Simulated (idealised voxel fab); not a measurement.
The process module presented herein is designated voxel wiring stack.
FYI the section here is cut, 290 nm wide, cells are 5 nm squares.
Throughout this document, each cross-section is represented as a grid of square cells and is presented as a sequence of bands enumerated from the top downward, where a band comprises one or more rows of cells.
What a band's entry tells you: where the top is and where the bottom is, as heights in nm, and after that what lies inside, material by material from left to right, each with its width in nm. Empty space is written as the word "empty", and a single material marked with the word "all across" occupies the band from edge to edge.
Height is counted from the level 0, under which the received wafer is composed throughout of one material. The lowest of the bands is not closed at the bottom but continues downward, in the notation "0 -> down".
Top row gets the first number, bottom row gets the second, and each row in between changes by the same step: that is how a band width like "30..40" works.
Where the words "no change occurred" appear for a step, the cross-section shows no cell changed by that step; every cell remained as before.
"Unvented cavities": sealed empty spaces, 8 cells or more, no open way to top, listed width x height at distance, with distance from the left edge and width, height and distance in nm.
It should be noted that, on the line of a given step, the content following the step's settings is a remark produced by the simulator itself with respect to that step.
The "overlay nm" setting may appear on a step's line; for a step that uses a mask, it gives how far to the right of its planned position the mask lay, and a negative value indicates the left.
plan
1,op RECEIVE | material Si
2,op CONFORMAL_DEP | material SiO2 | thk nm 10
3,op CONFORMAL_DEP | material SiN | thk nm 5
4,op DIRECTIONAL_DEP | material lowk | thk nm 15
5,op MASKED_ETCH | tone open | mask id METAL_1 | width nm 20 | pitch nm 50 | etch materials lowk | depth nm 15 | overlay nm 0
6,op MASKED_ETCH | tone open | mask id METAL_1 | width nm 20 | pitch nm 50 | etch materials SiN | depth nm 5 | overlay nm 0
7,op CONFORMAL_DEP | material TiN | thk nm 5
8,op FILL_DEP | material Cu | thk nm 5
9,op CMP | height nm 30
10,op CONFORMAL_DEP | material SiCN | thk nm 5
11,op DIRECTIONAL_DEP | material SiO2 | thk nm 30
12,op PATTERN | tone open | mask id METAL_2_HOLES | material resist | width nm 15 | pitch nm 50 | thk nm 15 | overlay nm 0
13,op DIRECTIONAL_ETCH | etch materials SiO2 | depth nm 30
14,op STRIP | etch materials resist
15,op MASKED_ETCH | tone open | mask id METAL_2 | width nm 20 | pitch nm 50 | etch materials SiO2 | depth nm 15 | overlay nm 0
16,op MASKED_ETCH | tone open | mask id METAL_2 | width nm 20 | pitch nm 50 | etch materials SiCN | depth nm 5 | overlay nm 0
17,op CONFORMAL_DEP | material TiN | thk nm 5
18,op FILL_DEP | material Cu | thk nm 5
19,op CMP | height nm 65
20,op CONFORMAL_DEP | material SiCN | thk nm 5
Cross-section: wafer on arrival = after step 1
* 0 -> down: Si all across
* Unvented cavities: none
End-of-module cross-section of the first of two wafers, processed as planned
* 70 -> 65: SiCN all across
* 65 -> 55: SiO2=60, then TiN=5, then Cu=10, then TiN=5, then SiO2=30, then TiN=5, then Cu=10, then TiN=5, then SiO2=30, then TiN=5, then Cu=10, then TiN=5, then SiO2=30, then TiN=5, then Cu=10, then TiN=5, then SiO2=60
* 55 -> 50: SiO2=60, then TiN=5, then Cu=5, then TiN=10, then SiO2=30, then TiN=5, then Cu=5, then TiN=10, then SiO2=30, then TiN=5, then Cu=5, then TiN=10, then SiO2=30, then TiN=5, then Cu=5, then TiN=10, then SiO2=60
* 50 -> 35: SiO2=60, then TiN=5, then Cu=5, then TiN=5, then SiO2=35, then TiN=5, then Cu=5, then TiN=5, then SiO2=35, then TiN=5, then Cu=5, then TiN=5, then SiO2=35, then TiN=5, then Cu=5, then TiN=5, then SiO2=65
* 35 -> 30: SiCN=60, then TiN=15, then SiCN=35, then TiN=15, then SiCN=35, then TiN=15, then SiCN=35, then TiN=15, then SiCN=65
* 30 -> 15: lowk=60, then TiN=5, then Cu=10, then TiN=5, then lowk=30, then TiN=5, then Cu=10, then TiN=5, then lowk=30, then TiN=5, then Cu=10, then TiN=5, then lowk=30, then TiN=5, then Cu=10, then TiN=5, then lowk=60
* 15 -> 10: SiN=60, then TiN=20, then SiN=30, then TiN=20, then SiN=30, then TiN=20, then SiN=30, then TiN=20, then SiN=60
* 10 -> 0: SiO2 all across
* 0 -> down: Si all across
* Unvented cavities: none
Cross-section, second wafer: same start as the first, same plan as the first, one mistake in running it; taken at the end of the module
* 70 -> 65: SiCN all across
* 65 -> 55: Cu=70, then TiN=5, then SiO2=5, then TiN=5, then Cu=35, then TiN=5, then SiO2=5, then TiN=5, then Cu=35, then TiN=5, then SiO2=5, then TiN=5, then Cu=35, then TiN=5, then SiO2=5, then TiN=5, then Cu=55
* 55 -> 50: TiN=65, then Cu=5, then TiN=5, then SiO2=5, then TiN=35, then Cu=5, then TiN=5, then SiO2=5, then TiN=35, then Cu=5, then TiN=5, then SiO2=5, then TiN=35, then Cu=5, then TiN=5, then SiO2=5, then TiN=60
* 50 -> 35: SiO2=60, then TiN=5, then Cu=5, then TiN=5, then SiO2=35, then TiN=5, then Cu=5, then TiN=5, then SiO2=35, then TiN=5, then Cu=5, then TiN=5, then SiO2=35, then TiN=5, then Cu=5, then TiN=5, then SiO2=65
* 35 -> 30: SiCN=60, then TiN=15, then SiCN=35, then TiN=15, then SiCN=35, then TiN=15, then SiCN=35, then TiN=15, then SiCN=65
* 30 -> 15: lowk=60, then TiN=5, then Cu=10, then TiN=5, then lowk=30, then TiN=5, then Cu=10, then TiN=5, then lowk=30, then TiN=5, then Cu=10, then TiN=5, then lowk=30, then TiN=5, then Cu=10, then TiN=5, then lowk=60
* 15 -> 10: SiN=60, then TiN=20, then SiN=30, then TiN=20, then SiN=30, then TiN=20, then SiN=30, then TiN=20, then SiN=60
* 10 -> 0: SiO2 all across
* 0 -> down: Si all across
* Unvented cavities: none
Deviation from plan: the process deviated at step 15: the operation and settings actually run there were op MASKED_ETCH | tone cover | mask id METAL_2 | width nm 20 | pitch nm 50 | etch materials SiO2 | depth nm 15 | overlay nm 0
Cell-count delta at end, second wafer over first, by material: Cu +76 | SiO2 -114 | TiN +38
